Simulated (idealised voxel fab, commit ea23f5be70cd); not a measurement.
process module | voxel self aligned contacts
cross-section cut | 170 nm wide | cells 5 nm
A cross-section is a grid of square cells, given in bands from the top down. A band is one or more rows of cells.
Each band's line starts with the height of the band's top and of its bottom, in nm. Then come its materials from left to right, each with its width in nm. One material with "throughout" fills the band from edge to edge. "air" is empty space.
Height 0 is the level under which the wafer as received is all one material. The lowest band goes on downwards, as in "0 down".
A width such as "30 to 40" changes by the same amount from each row of cells to the next, from the band's top row to its bottom row.
"no change" after a step means that no cell of the cross-section changed.
closed voids: empty space of 8 cells or more with no open way to the top, each as width x height at its distance from the left edge, in nm
after a step's settings: what the simulator itself notes on the step
overlay nm, on a step with a mask: how far to the right of its planned place the mask lay; to the left if negative
plan
1 op RECEIVE | material Si
2 op CONFORMAL_DEP | material SiO2 | thk nm 5
3 op DIRECTIONAL_DEP | material polySi | thk nm 30
4 op DIRECTIONAL_DEP | material SiN | thk nm 25
5 op MASKED_ETCH | tone cover | mask id GATE | width nm 30 | pitch nm 70 | etch materials SiN | depth nm 25 | overlay nm 0
6 op MASKED_ETCH | tone cover | mask id GATE | width nm 20 | pitch nm 70 | etch materials polySi | depth nm 30 | overlay nm 0
7 op CONFORMAL_DEP | material SiN | thk nm 10
8 op DIRECTIONAL_ETCH | etch materials SiN | depth nm 10
9 op FILL_DEP | material SiO2 | thk nm 10
10 op CMP | height nm 65
11 op DIRECTIONAL_DEP | material aC | thk nm 15
12 op PATTERN | tone open | mask id CONTACT | material resist | width nm 50 | thk nm 35 | overlay nm 0
13 op DIRECTIONAL_ETCH | etch materials aC | depth nm 15
14 op STRIP | etch materials resist
15 op DIRECTIONAL_ETCH | etch materials SiO2 | depth nm 65
16 op STRIP | etch materials aC
17 op CONFORMAL_DEP | material TiN | thk nm 5
18 op FILL_DEP | material W | thk nm 5
19 op CMP | height nm 65
20 op CONFORMAL_DEP | material SiN | thk nm 5
varied across the wafers: width nm of step 6. The plan shows the first wafer's value. All wafers start alike
first wafer as received, after step 1
  0 down: Si throughout
  closed voids: none
first wafer at the end, after step 20
  70 to 65: SiN throughout
  65 to 60: SiO2 60 | TiN 20 | W 10 | TiN 20 | SiO2 60
  60 to 35: SiO2 25 | SiN 50 | TiN 5 | W 10 | TiN 5 | SiN 50 | SiO2 25
  35 to 5: SiO2 25 | SiN 10 | polySi 30 | SiN 10 | TiN 5 | W 10 | TiN 5 | SiN 10 | polySi 30 | SiN 10 | SiO2 25
  5 to 0: SiO2 75 | TiN 20 | SiO2 75
  0 down: Si throughout
  closed voids: none
last wafer at the end
  70 to 65: SiN throughout
  65 to 60: SiO2 60 | TiN 20 | W 10 | TiN 20 | SiO2 60
  60 to 40: SiO2 25 | SiN 50 | TiN 5 | W 10 | TiN 5 | SiN 50 | SiO2 25
  40 to 35: SiO2 25 | SiN 50 | TiN 20 | SiN 50 | SiO2 25
  35 to 5: SiO2 20 | SiN 10 | polySi 45 | SiN 10 | TiN 5 | SiN 10 | polySi 45 | SiN 10 | SiO2 15
  5 to 0: SiO2 85 | TiN 5 | SiO2 80
  0 down: Si throughout
  closed voids: none
each wafer at the end: cells of each material gained (+) or lost (-) since it was received, then its closed voids
width nm 20 | +182 SiN | +164 SiO2 | +34 TiN | +24 W | +72 polySi | closed voids: none
width nm 25 | +182 SiN | +164 SiO2 | +34 TiN | +24 W | +72 polySi | closed voids: none
width nm 30 | +182 SiN | +164 SiO2 | +34 TiN | +24 W | +72 polySi | closed voids: none
width nm 35 | +182 SiN | +159 SiO2 | +34 TiN | +17 W | +84 polySi | closed voids: none
width nm 40 | +182 SiN | +154 SiO2 | +34 TiN | +10 W | +96 polySi | closed voids: none
width nm 45 | +182 SiN | +149 SiO2 | +27 TiN | +10 W | +108 polySi | closed voids: none
